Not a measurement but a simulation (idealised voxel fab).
Name of the process module below: voxel transistor to metal
Displayed cross-section: cut, width of 160 nm, square cells sized 5 nm.
How to read a cross-section here: the picture is a grid of square cells, written as bands going from the top down, and any band can span one or more rows of cells. Read a band's entry like this: the first values are the height of its top and the height of its bottom in nm, and what follows is the sequence of materials from left to right, each with its width in nm. Note that "empty" is empty space, and that a single material marked "throughout" reaches across the band from edge to edge. Note: height 0 marks the level under which the wafer is uniformly one material as received. Lowest band unbounded below, written "from 0 down". Width: "30->40" (first number = top row, second number = bottom row, same change from row to row of cells). Step marked "remains unaltered"? Then no cell in the cross-section changed in it. "Internal closed voids" contains a list of empty spaces, each no smaller than 8 cells and without an open way to the top, written in the form width x height at distance with the distance from the left edge and all three in nm. Formally, on a step line, whatever follows the settings is a remark that the simulator itself makes on the step. overlay nm: for a step with a mask, the amount by which the mask lay right of where it was planned; a negative amount means left of it.

Process steps foreseen in the plan:
1) RECEIVE with material Si
2) OXIDIZE with depth nm 5
3) CONFORMAL_DEP with material SiN, thk nm 10
4) DIRECTIONAL_DEP with material aC, thk nm 10
5) PATTERN with tone cover, mask id ACTIVE, material resist, width nm 120, thk nm 25, overlay nm 0
6) DIRECTIONAL_ETCH with etch materials aC, depth nm 10
7) STRIP with etch materials resist
8) DIRECTIONAL_ETCH with etch materials SiN, depth nm 10
9) DIRECTIONAL_ETCH with etch materials SiO2, depth nm 5
10) DIRECTIONAL_ETCH with etch materials Si, depth nm 20
11) STRIP with etch materials aC
12) OXIDIZE with depth nm 5
13) FILL_DEP with material SiO2, thk nm 5
14) CMP with height nm 10
15) SELECTIVE_ETCH with etch materials SiO2, depth nm 5
16) STRIP with etch materials SiN
17) SELECTIVE_ETCH with etch materials SiO2, depth nm 5
18) OXIDIZE with depth nm 5
19) DIRECTIONAL_DEP with material polySi, thk nm 30
20) DIRECTIONAL_DEP with material SiCN, thk nm 10
21) PATTERN with tone cover, mask id GATE, material resist, width nm 20, thk nm 15, overlay nm 0
22) DIRECTIONAL_ETCH with etch materials SiCN, depth nm 20
23) DIRECTIONAL_ETCH with etch materials polySi, depth nm 40
24) STRIP with etch materials resist
25) CONFORMAL_DEP with material SiN, thk nm 10
26) DIRECTIONAL_ETCH with etch materials SiN, depth nm 10
27) DIRECTIONAL_ETCH with etch materials SiO2, depth nm 5
28) EPI with material nSi, thk nm 5
29) FILL_DEP with material SiO2, thk nm 5
30) CMP with height nm 35
31) DIRECTIONAL_DEP with material SiO2, thk nm 15
32) MASKED_ETCH with tone open, mask id CONTACT, width nm 35, pitch nm 65, etch materials SiO2, depth nm 55, overlay nm 0
33) CONFORMAL_DEP with material TiN, thk nm 5
34) FILL_DEP with material Ru, thk nm 10
35) CMP with height nm 50
36) CONFORMAL_DEP with material SiN, thk nm 5
37) DIRECTIONAL_DEP with material SiO2, thk nm 25
38) DIRECTIONAL_DEP with material aC, thk nm 15
39) PATTERN with tone open, mask id METAL_1, material resist, width nm 20, pitch nm 80, thk nm 30, overlay nm 0
40) DIRECTIONAL_ETCH with etch materials aC, depth nm 15
41) STRIP with etch materials resist
42) DIRECTIONAL_ETCH with etch materials SiO2, depth nm 25
43) DIRECTIONAL_ETCH with etch materials SiN, depth nm 5
44) STRIP with etch materials aC
45) CONFORMAL_DEP with material TiN, thk nm 5
46) FILL_DEP with material W, thk nm 5
47) CMP with height nm 80
48) CONFORMAL_DEP with material SiN, thk nm 5

As-received wafer cross-section (after step 1):
  from 0 down = Si throughout
  Internal closed voids: none

Result of the module, cross-sectioned: start per above, plan per above, one error in how it was run:
  from 85 to 80 = SiN throughout
  from 80 to 55 = SiO2 25 nm  TiN 5 nm  W 20 nm  TiN 5 nm  SiO2 50 nm  TiN 5 nm  W 20 nm  TiN 5 nm  SiO2 25 nm
  from 55 to 50 = SiN 25 nm  TiN 30 nm  SiN 50 nm  TiN 30 nm  SiN 25 nm
  from 50 to 40 = SiO2 30 nm  TiN 5 nm  Ru 25 nm  TiN 5 nm  SiO2 30 nm  TiN 5 nm  Ru 25 nm  TiN 5 nm  SiO2 30 nm
  from 40 to 35 = SiO2 30 nm  TiN 5 nm  Ru 20 nm  TiN 10 nm  SiO2 30 nm  TiN 10 nm  Ru 20 nm  TiN 5 nm  SiO2 30 nm
  from 35 to 25 = SiO2 30 nm  TiN 5 nm  Ru 20 nm  TiN 5 nm  SiN 10 nm  SiCN 20 nm  SiN 10 nm  TiN 5 nm  Ru 20 nm  TiN 5 nm  SiO2 30 nm
  from 25 to 0 = SiO2 30 nm  TiN 5 nm  Ru 20 nm  TiN 5 nm  SiN 10 nm  polySi 20 nm  SiN 10 nm  TiN 5 nm  Ru 20 nm  TiN 5 nm  SiO2 30 nm
  from 0 to -5 = SiO2 15 nm  SiN 10 nm  SiO2 5 nm  TiN 30 nm  SiN 10 nm  polySi 20 nm  SiN 10 nm  TiN 30 nm  SiO2 5 nm  SiN 10 nm  SiO2 15 nm
  from -5 to -10 = SiO2 25 nm  nSi 35 nm  SiO2 40 nm  nSi 35 nm  SiO2 25 nm
  from -10 to -30 = SiO2 25 nm  Si 110 nm  SiO2 25 nm
  from -30 down = Si throughout
  Internal closed voids: none
Against the plan, the run slipped here: step 39: run off-plan, actual operation and settings PATTERN with tone open, mask id METAL_1, material resist, width nm 30, pitch nm 80, thk nm 30, overlay nm 0
